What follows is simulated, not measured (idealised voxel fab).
process module | voxel capacitor over wiring
cross-section cut | 145 nm wide | cells 5 nm
A cross-section is a grid of square cells, given in bands from the top down. A band is one or more rows of cells.
Each band's line starts with the height of the band's top and of its bottom, in nm. Then come its materials from left to right, each with its width in nm. One material with "throughout" fills the band from edge to edge. "air" is empty space.
Height 0 is the level under which the wafer as received is all one material. The lowest band goes on downwards, as in "0 down".
A width such as "30 to 40" changes by the same amount from each row of cells to the next, from the band's top row to its bottom row.
"no change" after a step means that no cell of the cross-section changed.
closed voids: empty space of 8 cells or more with no open way to the top, each as width x height at its distance from the left edge, in nm
after a step's settings: what the simulator itself notes on the step
overlay nm, on a step with a mask: how far to the right of its planned place the mask lay; to the left if negative
plan
1 op RECEIVE | material Si
2 op CONFORMAL_DEP | material SiO2 | thk nm 15
3 op DIRECTIONAL_DEP | material TiN | thk nm 5
4 op DIRECTIONAL_DEP | material Ru | thk nm 15
5 op PATTERN | tone cover | mask id METAL_1 | material resist | width nm 15 | pitch nm 75 | thk nm 20 | overlay nm 0
6 op DIRECTIONAL_ETCH | etch materials Ru | depth nm 15
7 op DIRECTIONAL_ETCH | etch materials TiN | depth nm 5
8 op STRIP | etch materials resist
9 op FILL_DEP | material SiO2 | thk nm 10
10 op CMP | height nm 35
11 op CONFORMAL_DEP | material SiCN | thk nm 5
12 op DIRECTIONAL_DEP | material SiO2 | thk nm 10
13 op DIRECTIONAL_DEP | material aC | thk nm 15
14 op PATTERN | tone open | mask id PLUG_1 | material resist | width nm 15 | thk nm 30 | overlay nm 0
15 op DIRECTIONAL_ETCH | etch materials aC | depth nm 15
16 op STRIP | etch materials resist
17 op DIRECTIONAL_ETCH | etch materials SiO2 | depth nm 10
18 op DIRECTIONAL_ETCH | etch materials SiCN | depth nm 5
19 op STRIP | etch materials aC
20 op CONFORMAL_DEP | material TiN | thk nm 5
21 op FILL_DEP | material W | thk nm 5
22 op CMP | height nm 50
23 op DIRECTIONAL_DEP | material TiN | thk nm 5
24 op DIRECTIONAL_DEP | material Al2O3 | thk nm 5
25 op DIRECTIONAL_DEP | material TiN | thk nm 10
26 op DIRECTIONAL_DEP | material aC | thk nm 10
27 op PATTERN | tone cover | mask id UPPER_PLATE | material resist | width nm 55 | thk nm 25 | overlay nm 0
28 op DIRECTIONAL_ETCH | etch materials aC | depth nm 10
29 op STRIP | etch materials resist
30 op DIRECTIONAL_ETCH | etch materials TiN | depth nm 10
31 op DIRECTIONAL_ETCH | etch materials Al2O3 | depth nm 5
32 op STRIP | etch materials aC
33 op PATTERN | tone cover | mask id LOWER_PLATE | material resist | width nm 65 | thk nm 15 | overlay nm 0
34 op DIRECTIONAL_ETCH | etch materials TiN | depth nm 5
35 op STRIP | etch materials resist
36 op FILL_DEP | material SiO2 | thk nm 20
37 op CMP | height nm 85
38 op PATTERN | tone open | mask id PLUG_2 | material resist | width nm 15 | thk nm 20 | overlay nm 0
39 op DIRECTIONAL_ETCH | etch materials SiO2 | depth nm 15
40 op STRIP | etch materials resist
41 op CONFORMAL_DEP | material TiN | thk nm 5
42 op FILL_DEP | material Ru | thk nm 5
43 op CMP | height nm 85
44 op CONFORMAL_DEP | material SiN | thk nm 5
varied across the wafers: width nm of step 5. The plan shows the first wafer's value. All wafers start alike
first wafer as received, after step 1
  0 down: Si throughout
  closed voids: none
first wafer at the end, after step 44
  90 to 85: SiN throughout
  85 to 75: SiO2 40 | TiN 5 | Ru 5 | TiN 5 | SiO2 90
  75 to 70: SiO2 40 | TiN 15 | SiO2 90
  70 to 60: SiO2 30 | TiN 55 | SiO2 60
  60 to 55: SiO2 30 | Al2O3 55 | SiO2 60
  55 to 50: SiO2 25 | TiN 65 | SiO2 55
  50 to 40: SiO2 30 | TiN 5 | W 5 | TiN 5 | SiO2 100
  40 to 35: SiCN 30 | TiN 15 | SiCN 100
  35 to 20: SiO2 25 | Ru 15 | SiO2 60 | Ru 15 | SiO2 30
  20 to 15: SiO2 25 | TiN 15 | SiO2 60 | TiN 15 | SiO2 30
  15 to 0: SiO2 throughout
  0 down: Si throughout
  closed voids: none
last wafer at the end
  90 to 85: SiN throughout
  85 to 75: SiO2 40 | TiN 5 | Ru 5 | TiN 5 | SiO2 90
  75 to 70: SiO2 40 | TiN 15 | SiO2 90
  70 to 60: SiO2 30 | TiN 55 | SiO2 60
  60 to 55: SiO2 30 | Al2O3 55 | SiO2 60
  55 to 50: SiO2 25 | TiN 65 | SiO2 55
  50 to 40: SiO2 30 | TiN 5 | W 5 | TiN 5 | SiO2 100
  40 to 35: SiCN 30 | TiN 15 | SiCN 100
  35 to 20: SiO2 15 | Ru 40 | SiO2 35 | Ru 40 | SiO2 15
  20 to 15: SiO2 15 | TiN 40 | SiO2 35 | TiN 40 | SiO2 15
  15 to 0: SiO2 throughout
  0 down: Si throughout
  closed voids: none
each wafer at the end: cells of each material gained (+) or lost (-) since it was received, then its closed voids
width nm 15 | +11 Al2O3 | +20 Ru | +26 SiCN | +29 SiN | +379 SiO2 | +55 TiN | +2 W | closed voids: none
width nm 20 | +11 Al2O3 | +26 Ru | +26 SiCN | +29 SiN | +371 SiO2 | +57 TiN | +2 W | closed voids: none
width nm 25 | +11 Al2O3 | +32 Ru | +26 SiCN | +29 SiN | +363 SiO2 | +59 TiN | +2 W | closed voids: none
width nm 30 | +11 Al2O3 | +38 Ru | +26 SiCN | +29 SiN | +355 SiO2 | +61 TiN | +2 W | closed voids: none
width nm 35 | +11 Al2O3 | +44 Ru | +26 SiCN | +29 SiN | +347 SiO2 | +63 TiN | +2 W | closed voids: none
width nm 40 | +11 Al2O3 | +50 Ru | +26 SiCN | +29 SiN | +339 SiO2 | +65 TiN | +2 W | closed voids: none
